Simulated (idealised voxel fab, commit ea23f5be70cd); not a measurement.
This section sets out a process module, namely voxel capacitor over wiring.
For reference, the cross-section in this document is cut, with width 240 nm and square cells of 5 nm.
Reading order for cross-sections: top band down to bottom band. Underlying form: a grid of square cells. Band size: one or more rows of cells.
Band: top and bottom heights (nm) first, top before bottom; then materials from left to right, widths in nm. "full width" marks a sole material filling the band edge to edge. "air" denotes empty space.
We count height from 0. Below that, the starting wafer is all one material. The lowest band never ends at the bottom but goes on down; see "z 0 and below" for how that is written.
Width "30->40": first value at the band's top row of cells, second value at its bottom row, equal change from row to row.
Key: "stayed the same" - step with no changed cell in the cross-section.
Closed empty spaces (no open way to the top) of 8 cells or more are what "Internal closed voids" lists, each as width x height at distance from the left edge, nm for all three.
Step line, after settings: the simulator's comment on this step.
You can add "overlay nm" to a step's line. For a step with a mask, it describes how far the mask lay to the right of its planned position, and a negative number describes a lay to the left.

Steps in the process plan:
1: RECEIVE with material Si
2: CONFORMAL_DEP with material SiO2, thk nm 15
3: DIRECTIONAL_DEP with material TiN, thk nm 5
4: DIRECTIONAL_DEP with material W, thk nm 15
5: MASKED_ETCH with tone cover, mask id METAL_1, width nm 30, pitch nm 90, etch materials W, depth nm 15, overlay nm 0
6: MASKED_ETCH with tone cover, mask id METAL_1, width nm 30, pitch nm 90, etch materials TiN, depth nm 5, overlay nm 0
7: FILL_DEP with material SiO2, thk nm 5
8: CMP with height nm 35
9: CONFORMAL_DEP with material SiCN, thk nm 5
10: DIRECTIONAL_DEP with material SiO2, thk nm 20
11: DIRECTIONAL_DEP with material aC, thk nm 10
12: PATTERN with tone open, mask id PLUG_1, material resist, width nm 15, thk nm 30, overlay nm 0
13: DIRECTIONAL_ETCH with etch materials aC, depth nm 10
14: STRIP with etch materials resist
15: DIRECTIONAL_ETCH with etch materials SiO2, depth nm 20
16: DIRECTIONAL_ETCH with etch materials SiCN, depth nm 5
17: STRIP with etch materials aC
18: EPI with material Ru, thk nm 10
19: EPI with material Ru, thk nm 10
20: EPI with material Ru, thk nm 5
21: DIRECTIONAL_DEP with material TiN, thk nm 5
22: DIRECTIONAL_DEP with material SiN, thk nm 5
23: DIRECTIONAL_DEP with material TiN, thk nm 5
24: MASKED_ETCH with tone cover, mask id UPPER_PLATE, width nm 65, etch materials TiN, depth nm 5, overlay nm 0
25: MASKED_ETCH with tone cover, mask id UPPER_PLATE, width nm 65, etch materials SiN, depth nm 5, overlay nm 0
26: MASKED_ETCH with tone cover, mask id LOWER_PLATE, width nm 75, etch materials TiN, depth nm 5, overlay nm 0
27: FILL_DEP with material SiO2, thk nm 20
28: CMP with height nm 90
29: DIRECTIONAL_DEP with material aC, thk nm 10
30: PATTERN with tone open, mask id PLUG_2, material resist, width nm 15, thk nm 30, overlay nm 0
31: DIRECTIONAL_ETCH with etch materials aC, depth nm 10
32: STRIP with etch materials resist
33: DIRECTIONAL_ETCH with etch materials SiO2, depth nm 15
34: STRIP with etch materials aC
35: CONFORMAL_DEP with material TiN, thk nm 5
36: FILL_DEP with material W, thk nm 5
37: CMP with height nm 90
38: CONFORMAL_DEP with material SiCN, thk nm 5

The first of the two wafers, which ran as planned:

Cross-section of the incoming wafer, state after step 1:
z 0 and below  Si full width
Internal closed voids: none

Wafer xsec, post step 2:
z 15 to 0  SiO2 full width
At heights below 0, the structure remains unaltered.

Wafer xsec, post step 3:
z 20 to 15  TiN full width
At heights below 15, the structure remains unaltered.

Wafer xsec, post step 4:
z 35 to 20  W full width
At heights below 20, the structure remains unaltered.

Wafer xsec, post step 5:
z 35 to 20  air 60 / W 30 / air 60 / W 30 / air 60
At heights below 20, the structure remains unaltered.

Wafer xsec, post step 6:
z 35 to 20  air 60 / W 30 / air 60 / W 30 / air 60
z 20 to 15  air 60 / TiN 30 / air 60 / TiN 30 / air 60
At heights below 15, the structure remains unaltered.

Wafer xsec, post step 7:
z 40 to 35  SiO2 full width
z 35 to 20  SiO2 60 / W 30 / SiO2 60 / W 30 / SiO2 60
z 20 to 15  SiO2 60 / TiN 30 / SiO2 60 / TiN 30 / SiO2 60
At heights below 15, the structure remains unaltered.

Wafer xsec, post step 8:
z 35 to 20  SiO2 60 / W 30 / SiO2 60 / W 30 / SiO2 60
At heights below 20, the structure remains unaltered.

Wafer xsec, post step 9:
z 40 to 35  SiCN full width
At heights below 35, the structure remains unaltered.

Wafer xsec, post step 10:
z 60 to 40  SiO2 full width
At heights below 40, the structure remains unaltered.

Wafer xsec, post step 11:
z 70 to 60  aC full width
At heights below 60, the structure remains unaltered.

Wafer xsec, post step 12:
z 100 to 70  resist 75 / air 15 / resist 150
At heights below 70, the structure remains unaltered.

Wafer xsec, post step 13:
z 90 to 70  resist 75 / air 15 / resist 150
z 70 to 60  aC 75 / air 15 / aC 150
At heights below 60, the structure remains unaltered.

Wafer xsec, post step 14:
z 70 to 60  aC 75 / air 15 / aC 150
At heights below 60, the structure remains unaltered.

Wafer xsec, post step 15:
z 70 to 60  aC 75 / air 15 / aC 150
z 60 to 40  SiO2 75 / air 15 / SiO2 150
At heights below 40, the structure remains unaltered.

Wafer xsec, post step 16:
z 70 to 60  aC 75 / air 15 / aC 150
z 60 to 40  SiO2 75 / air 15 / SiO2 150
z 40 to 35  SiCN 75 / air 15 / SiCN 150
At heights below 35, the structure remains unaltered.

Wafer xsec, post step 17:
z 60 to 40  SiO2 75 / air 15 / SiO2 150
At heights below 40, the structure remains unaltered.

Wafer xsec, post step 18:
z 60 to 45  SiO2 75 / air 15 / SiO2 150
z 45 to 40  SiO2 75 / Ru 15 / SiO2 150
z 40 to 35  SiCN 75 / Ru 15 / SiCN 150
At heights below 35, the structure remains unaltered.

Wafer xsec, post step 19:
z 60 to 55  SiO2 75 / air 15 / SiO2 150
z 55 to 40  SiO2 75 / Ru 15 / SiO2 150
At heights below 40, the structure remains unaltered.

Wafer xsec, post step 20:
z 60 to 40  SiO2 75 / Ru 15 / SiO2 150
At heights below 40, the structure remains unaltered.

Wafer xsec, post step 21:
z 65 to 60  TiN full width
At heights below 60, the structure remains unaltered.

Wafer xsec, post step 22:
z 70 to 65  SiN full width
At heights below 65, the structure remains unaltered.

Wafer xsec, post step 23:
z 75 to 70  TiN full width
At heights below 70, the structure remains unaltered.

Wafer xsec, post step 24:
z 75 to 70  air 75 / TiN 65 / air 100
At heights below 70, the structure remains unaltered.

Wafer xsec, post step 25:
z 75 to 70  air 75 / TiN 65 / air 100
z 70 to 65  air 75 / SiN 65 / air 100
At heights below 65, the structure remains unaltered.

Wafer xsec, post step 26:
z 75 to 70  air 75 / TiN 65 / air 100
z 70 to 65  air 75 / SiN 65 / air 100
z 65 to 60  air 70 / TiN 75 / air 95
At heights below 60, the structure remains unaltered.

Wafer xsec, post step 27:
z 95 to 75  SiO2 full width
z 75 to 70  SiO2 75 / TiN 65 / SiO2 100
z 70 to 65  SiO2 75 / SiN 65 / SiO2 100
z 65 to 60  SiO2 70 / TiN 75 / SiO2 95
At heights below 60, the structure remains unaltered.

Wafer xsec, post step 28:
z 90 to 75  SiO2 full width
At heights below 75, the structure remains unaltered.

Wafer xsec, post step 29:
z 100 to 90  aC full width
At heights below 90, the structure remains unaltered.

Wafer xsec, post step 30:
z 130 to 100  resist 85 / air 15 / resist 140
At heights below 100, the structure remains unaltered.

Wafer xsec, post step 31:
z 120 to 100  resist 85 / air 15 / resist 140
z 100 to 90  aC 85 / air 15 / aC 140
At heights below 90, the structure remains unaltered.

Wafer xsec, post step 32:
z 100 to 90  aC 85 / air 15 / aC 140
At heights below 90, the structure remains unaltered.

Wafer xsec, post step 33:
z 100 to 90  aC 85 / air 15 / aC 140
z 90 to 75  SiO2 85 / air 15 / SiO2 140
At heights below 75, the structure remains unaltered.

Wafer xsec, post step 34:
z 90 to 75  SiO2 85 / air 15 / SiO2 140
At heights below 75, the structure remains unaltered.

Wafer xsec, post step 35:
z 95 to 90  TiN 90 / air 5 / TiN 145
z 90 to 80  SiO2 85 / TiN 5 / air 5 / TiN 5 / SiO2 140
z 80 to 70  SiO2 85->75 / TiN 15->65 / SiO2 140->100
At heights below 70, the structure remains unaltered.

Wafer xsec, post step 36:
z 100 to 95  W full width
z 95 to 90  TiN 90 / W 5 / TiN 145
z 90 to 80  SiO2 85 / TiN 5 / W 5 / TiN 5 / SiO2 140
At heights below 80, the structure remains unaltered.

Wafer xsec, post step 37:
z 90 to 80  SiO2 85 / TiN 5 / W 5 / TiN 5 / SiO2 140
At heights below 80, the structure remains unaltered.

Wafer xsec, post step 38:
z 95 to 90  SiCN full width
At heights below 90, the structure remains unaltered.

Wafer two. Same start, same plan, one slip in execution. Same as wafer one through step 6, inclusive:

At the planned end of step 7, the second wafer in cross-section:
z 40 to 35  SiCN full width
z 35 to 20  SiCN 60 / W 30 / SiCN 60 / W 30 / SiCN 60
z 20 to 15  SiCN 60 / TiN 30 / SiCN 60 / TiN 30 / SiCN 60
At heights below 15, the structure remains unaltered.

At the planned end of step 8, the second wafer in cross-section:
z 35 to 20  SiCN 60 / W 30 / SiCN 60 / W 30 / SiCN 60
At heights below 20, the structure remains unaltered.

At the planned end of step 9, the second wafer in cross-section:
z 40 to 35  SiCN full width
At heights below 35, the structure remains unaltered.

At the planned end of step 10, the second wafer in cross-section:
z 60 to 40  SiO2 full width
At heights below 40, the structure remains unaltered.

At the planned end of step 11, the second wafer in cross-section:
z 70 to 60  aC full width
At heights below 60, the structure remains unaltered.

At the planned end of step 12, the second wafer in cross-section:
z 100 to 70  resist 75 / air 15 / resist 150
At heights below 70, the structure remains unaltered.

At the planned end of step 13, the second wafer in cross-section:
z 90 to 70  resist 75 / air 15 / resist 150
z 70 to 60  aC 75 / air 15 / aC 150
At heights below 60, the structure remains unaltered.

At the planned end of step 14, the second wafer in cross-section:
z 70 to 60  aC 75 / air 15 / aC 150
At heights below 60, the structure remains unaltered.

At the planned end of step 15, the second wafer in cross-section:
z 70 to 60  aC 75 / air 15 / aC 150
z 60 to 40  SiO2 75 / air 15 / SiO2 150
At heights below 40, the structure remains unaltered.

At the planned end of step 16, the second wafer in cross-section:
z 70 to 60  aC 75 / air 15 / aC 150
z 60 to 40  SiO2 75 / air 15 / SiO2 150
z 40 to 35  SiCN 75 / air 15 / SiCN 150
At heights below 35, the structure remains unaltered.

At the planned end of step 17, the second wafer in cross-section:
z 60 to 40  SiO2 75 / air 15 / SiO2 150
At heights below 40, the structure remains unaltered.

At the planned end of step 18, the second wafer in cross-section:
z 60 to 45  SiO2 75 / air 15 / SiO2 150
z 45 to 40  SiO2 75 / Ru 15 / SiO2 150
z 40 to 35  SiCN 75 / Ru 15 / SiCN 150
At heights below 35, the structure remains unaltered.

At the planned end of step 19, the second wafer in cross-section:
z 60 to 55  SiO2 75 / air 15 / SiO2 150
z 55 to 40  SiO2 75 / Ru 15 / SiO2 150
At heights below 40, the structure remains unaltered.

At the planned end of step 20, the second wafer in cross-section:
z 60 to 40  SiO2 75 / Ru 15 / SiO2 150
At heights below 40, the structure remains unaltered.

At the planned end of step 21, the second wafer in cross-section:
z 65 to 60  TiN full width
At heights below 60, the structure remains unaltered.

At the planned end of step 22, the second wafer in cross-section:
z 70 to 65  SiN full width
At heights below 65, the structure remains unaltered.

At the planned end of step 23, the second wafer in cross-section:
z 75 to 70  TiN full width
At heights below 70, the structure remains unaltered.

At the planned end of step 24, the second wafer in cross-section:
z 75 to 70  air 75 / TiN 65 / air 100
At heights below 70, the structure remains unaltered.

At the planned end of step 25, the second wafer in cross-section:
z 75 to 70  air 75 / TiN 65 / air 100
z 70 to 65  air 75 / SiN 65 / air 100
At heights below 65, the structure remains unaltered.

At the planned end of step 26, the second wafer in cross-section:
z 75 to 70  air 75 / TiN 65 / air 100
z 70 to 65  air 75 / SiN 65 / air 100
z 65 to 60  air 70 / TiN 75 / air 95
At heights below 60, the structure remains unaltered.

At the planned end of step 27, the second wafer in cross-section:
z 95 to 75  SiO2 full width
z 75 to 70  SiO2 75 / TiN 65 / SiO2 100
z 70 to 65  SiO2 75 / SiN 65 / SiO2 100
z 65 to 60  SiO2 70 / TiN 75 / SiO2 95
At heights below 60, the structure remains unaltered.

At the planned end of step 28, the second wafer in cross-section:
z 90 to 75  SiO2 full width
At heights below 75, the structure remains unaltered.

At the planned end of step 29, the second wafer in cross-section:
z 100 to 90  aC full width
At heights below 90, the structure remains unaltered.

At the planned end of step 30, the second wafer in cross-section:
z 130 to 100  resist 85 / air 15 / resist 140
At heights below 100, the structure remains unaltered.

At the planned end of step 31, the second wafer in cross-section:
z 120 to 100  resist 85 / air 15 / resist 140
z 100 to 90  aC 85 / air 15 / aC 140
At heights below 90, the structure remains unaltered.

At the planned end of step 32, the second wafer in cross-section:
z 100 to 90  aC 85 / air 15 / aC 140
At heights below 90, the structure remains unaltered.

At the planned end of step 33, the second wafer in cross-section:
z 100 to 90  aC 85 / air 15 / aC 140
z 90 to 75  SiO2 85 / air 15 / SiO2 140
At heights below 75, the structure remains unaltered.

At the planned end of step 34, the second wafer in cross-section:
z 90 to 75  SiO2 85 / air 15 / SiO2 140
At heights below 75, the structure remains unaltered.

At the planned end of step 35, the second wafer in cross-section:
z 95 to 90  TiN 90 / air 5 / TiN 145
z 90 to 80  SiO2 85 / TiN 5 / air 5 / TiN 5 / SiO2 140
z 80 to 70  SiO2 85->75 / TiN 15->65 / SiO2 140->100
At heights below 70, the structure remains unaltered.

At the planned end of step 36, the second wafer in cross-section:
z 100 to 95  W full width
z 95 to 90  TiN 90 / W 5 / TiN 145
z 90 to 80  SiO2 85 / TiN 5 / W 5 / TiN 5 / SiO2 140
At heights below 80, the structure remains unaltered.

At the planned end of step 37, the second wafer in cross-section:
z 90 to 80  SiO2 85 / TiN 5 / W 5 / TiN 5 / SiO2 140
At heights below 80, the structure remains unaltered.

At the planned end of step 38, the second wafer in cross-section:
z 95 to 90  SiCN full width
At heights below 90, the structure remains unaltered.
So what did we get wrong on this run? step 7, actual vs plan mismatch, actual run FILL_DEP with material SiCN, thk nm 5
Final tally in cells, some materials are higher or lower on the second wafer than on the first: SiCN +144; SiO2 -144
